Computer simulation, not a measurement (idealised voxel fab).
Module name: voxel transistor to metal (process module)
The cross-section shown here is cut; it is 150 nm wide and divided into square cells measuring 5 nm on a side.
Cross-section layout: square cells on a grid; listed as bands, top to bottom; a band spans one or more cell rows. Quick guide to a band line: top height, bottom height (nm) up front; then every material left to right with its width in nm. Only one material and it's marked "edge to edge"? Then it fills the band edge to edge. And "air" just means empty space. The reference from which all heights are counted is 0, the level beneath which the as-received wafer is entirely one material; the lowest band, having no lower bound, proceeds downward and is written after the example "0 -> down". Width spec "30 to 40" -> top row of cells at first value, bottom row at second value, equal per-row change in between. No cell of the cross-section changed in a step that is given as "no change occurred". Entry "Closed voids list" = empty spaces >= 8 cells with no open way to the top; each as width x height at distance, distance from left edge, all nm. after a step's settings: what the simulator itself notes on the step. The line of a step may include "overlay nm". On a step with a mask, this value is how far to the right of its planned place the mask lay. A negative value means the mask lay to the left.
The process steps that were planned are listed below
1. RECEIVE,material Si
2. CONFORMAL_DEP,material SiO2,thk nm 5
3. CONFORMAL_DEP,material SiN,thk nm 15
4. MASKED_ETCH,tone cover,mask id ACTIVE,width nm 105,etch materials SiN,depth nm 15,overlay nm 0
5. MASKED_ETCH,tone cover,mask id ACTIVE,width nm 105,etch materials SiO2,depth nm 5,overlay nm 0
6. MASKED_ETCH,tone cover,mask id ACTIVE,width nm 105,etch materials Si,depth nm 30,overlay nm 0
7. FILL_DEP,material SiO2,thk nm 10
8. CMP,height nm 20
9. SELECTIVE_ETCH,etch materials SiO2,depth nm 10
10. STRIP,etch materials SiN
11. SELECTIVE_ETCH,etch materials SiO2,depth nm 5
12. OXIDIZE,depth nm 5
13. DIRECTIONAL_DEP,material polySi,thk nm 20
14. DIRECTIONAL_DEP,material SiCN,thk nm 10
15. MASKED_ETCH,tone cover,mask id GATE,width nm 25,etch materials SiCN,depth nm 20,overlay nm 0
16. MASKED_ETCH,tone cover,mask id GATE,width nm 25,etch materials polySi,depth nm 30,overlay nm 0
17. CONFORMAL_DEP,material SiN,thk nm 5
18. DIRECTIONAL_ETCH,etch materials SiN,depth nm 5
19. DIRECTIONAL_ETCH,etch materials SiO2,depth nm 5
20. EPI,material nSi,thk nm 5
21. FILL_DEP,material SiO2,thk nm 10
22. CMP,height nm 30
23. DIRECTIONAL_DEP,material SiO2,thk nm 10
24. MASKED_ETCH,tone open,mask id CONTACT,width nm 15,pitch nm 80,etch materials SiO2,depth nm 40,overlay nm 0
25. CONFORMAL_DEP,material TiN,thk nm 5
26. FILL_DEP,material W,thk nm 10
27. CMP,height nm 40
28. CONFORMAL_DEP,material SiCN,thk nm 5
29. DIRECTIONAL_DEP,material SiO2,thk nm 15
30. MASKED_ETCH,tone open,mask id METAL_1,width nm 15,pitch nm 80,etch materials SiO2,depth nm 15,overlay nm 0
31. MASKED_ETCH,tone open,mask id METAL_1,width nm 15,pitch nm 80,etch materials SiCN,depth nm 5,overlay nm 0
32. CONFORMAL_DEP,material TiN,thk nm 5
33. FILL_DEP,material Cu,thk nm 10
34. CMP,height nm 60
35. CONFORMAL_DEP,material SiCN,thk nm 5
36. DIRECTIONAL_DEP,material SiO2,thk nm 25
37. MASKED_ETCH,tone open,mask id METAL_2,width nm 15,pitch nm 80,etch materials SiO2,depth nm 15,overlay nm 0
38. MASKED_ETCH,tone open,mask id METAL_2_HOLES,width nm 15,pitch nm 80,etch materials SiO2,depth nm 10,overlay nm 0
39. MASKED_ETCH,tone open,mask id METAL_2_HOLES,width nm 15,pitch nm 80,etch materials SiCN,depth nm 5,overlay nm 0
40. CONFORMAL_DEP,material TiN,thk nm 5
41. FILL_DEP,material Ru,thk nm 10
42. CMP,height nm 90
43. CONFORMAL_DEP,material SiN,thk nm 5
This is the cross-section of the wafer as we received it, i.e. after step 1
- 0 -> down: Si edge to edge
- Closed voids list: none
The first of the two wafers as seen in cross-section once the module was finished; processing followed the plan
- 95 -> 90: SiN edge to edge
- 90 -> 65: 25 nm SiO2 / 5 nm TiN / 5 nm Ru / 5 nm TiN / 65 nm SiO2 / 5 nm TiN / 5 nm Ru / 5 nm TiN / 30 nm SiO2
- 65 -> 60: 25 nm SiCN / 15 nm TiN / 65 nm SiCN / 15 nm TiN / 30 nm SiCN
- 60 -> 45: 25 nm SiO2 / 5 nm TiN / 5 nm Cu / 5 nm TiN / 65 nm SiO2 / 5 nm TiN / 5 nm Cu / 5 nm TiN / 30 nm SiO2
- 45 -> 40: 25 nm SiCN / 15 nm TiN / 65 nm SiCN / 15 nm TiN / 30 nm SiCN
- 40 -> 30: 25 nm SiO2 / 5 nm TiN / 5 nm W / 5 nm TiN / 65 nm SiO2 / 5 nm TiN / 5 nm W / 5 nm TiN / 30 nm SiO2
- 30 -> 20: 25 nm SiO2 / 5 nm TiN / 5 nm W / 5 nm TiN / 15 nm SiO2 / 5 nm SiN / 25 nm SiCN / 5 nm SiN / 15 nm SiO2 / 5 nm TiN / 5 nm W / 5 nm TiN / 30 nm SiO2
- 20 -> 5: 25 nm SiO2 / 5 nm TiN / 5 nm W / 5 nm TiN / 15 nm SiO2 / 5 nm SiN / 25 nm polySi / 5 nm SiN / 15 nm SiO2 / 5 nm TiN / 5 nm W / 5 nm TiN / 30 nm SiO2
- 5 -> 0: 15 nm SiO2 / 5 nm SiN / 5 nm SiO2 / 15 nm TiN / 15 nm SiO2 / 5 nm SiN / 25 nm polySi / 5 nm SiN / 15 nm SiO2 / 15 nm TiN / 5 nm SiO2 / 5 nm SiN / 20 nm SiO2
- 0 -> -5: 20 nm SiO2 / 35 nm nSi / 35 nm SiO2 / 35 nm nSi / 25 nm SiO2
- -5 -> -30: 20 nm SiO2 / 105 nm Si / 25 nm SiO2
- -30 -> down: Si edge to edge
- Closed voids list: none
Wafer two (of two), end-of-module cross-section: start = wafer one, plan = wafer one, one run mistake
- 95 -> 90: SiN edge to edge
- 90 -> 80: 25 nm SiO2 / 5 to 15 nm TiN / 15 to 5 nm Ru / 5 nm TiN / 55 nm SiO2 / 5 to 15 nm TiN / 15 to 5 nm Ru / 5 nm TiN / 20 nm SiO2
- 80 -> 75: 35 nm SiO2 / 15 nm TiN / 65 nm SiO2 / 15 nm TiN / 20 nm SiO2
- 75 -> 65: 35 nm SiO2 / 5 nm TiN / 75 nm SiO2 / 5 nm TiN / 30 nm SiO2
- 65 -> 60: 35 nm SiCN / 5 nm TiN / 75 nm SiCN / 5 nm TiN / 30 nm SiCN
- 60 -> 45: 25 nm SiO2 / 5 nm TiN / 5 nm Cu / 5 nm TiN / 65 nm SiO2 / 5 nm TiN / 5 nm Cu / 5 nm TiN / 30 nm SiO2
- 45 -> 40: 25 nm SiCN / 15 nm TiN / 65 nm SiCN / 15 nm TiN / 30 nm SiCN
- 40 -> 30: 25 nm SiO2 / 5 nm TiN / 5 nm W / 5 nm TiN / 65 nm SiO2 / 5 nm TiN / 5 nm W / 5 nm TiN / 30 nm SiO2
- 30 -> 20: 25 nm SiO2 / 5 nm TiN / 5 nm W / 5 nm TiN / 15 nm SiO2 / 5 nm SiN / 25 nm SiCN / 5 nm SiN / 15 nm SiO2 / 5 nm TiN / 5 nm W / 5 nm TiN / 30 nm SiO2
- 20 -> 5: 25 nm SiO2 / 5 nm TiN / 5 nm W / 5 nm TiN / 15 nm SiO2 / 5 nm SiN / 25 nm polySi / 5 nm SiN / 15 nm SiO2 / 5 nm TiN / 5 nm W / 5 nm TiN / 30 nm SiO2
- 5 -> 0: 15 nm SiO2 / 5 nm SiN / 5 nm SiO2 / 15 nm TiN / 15 nm SiO2 / 5 nm SiN / 25 nm polySi / 5 nm SiN / 15 nm SiO2 / 15 nm TiN / 5 nm SiO2 / 5 nm SiN / 20 nm SiO2
- 0 -> -5: 20 nm SiO2 / 35 nm nSi / 35 nm SiO2 / 35 nm nSi / 25 nm SiO2
- -5 -> -30: 20 nm SiO2 / 105 nm Si / 25 nm SiO2
- -30 -> down: Si edge to edge
- Closed voids list: none
What went wrong in running the wafer? rather than as planned, step 37 actually ran as MASKED_ETCH,tone open,mask id METAL_2,width nm 15,pitch nm 80,etch materials SiO2,depth nm 15,overlay nm 10
Looking at both finished wafers in cells, the second ends up ahead of or behind the first on some materials: 2 fewer of Ru, 4 more of SiCN, 2 fewer of TiN
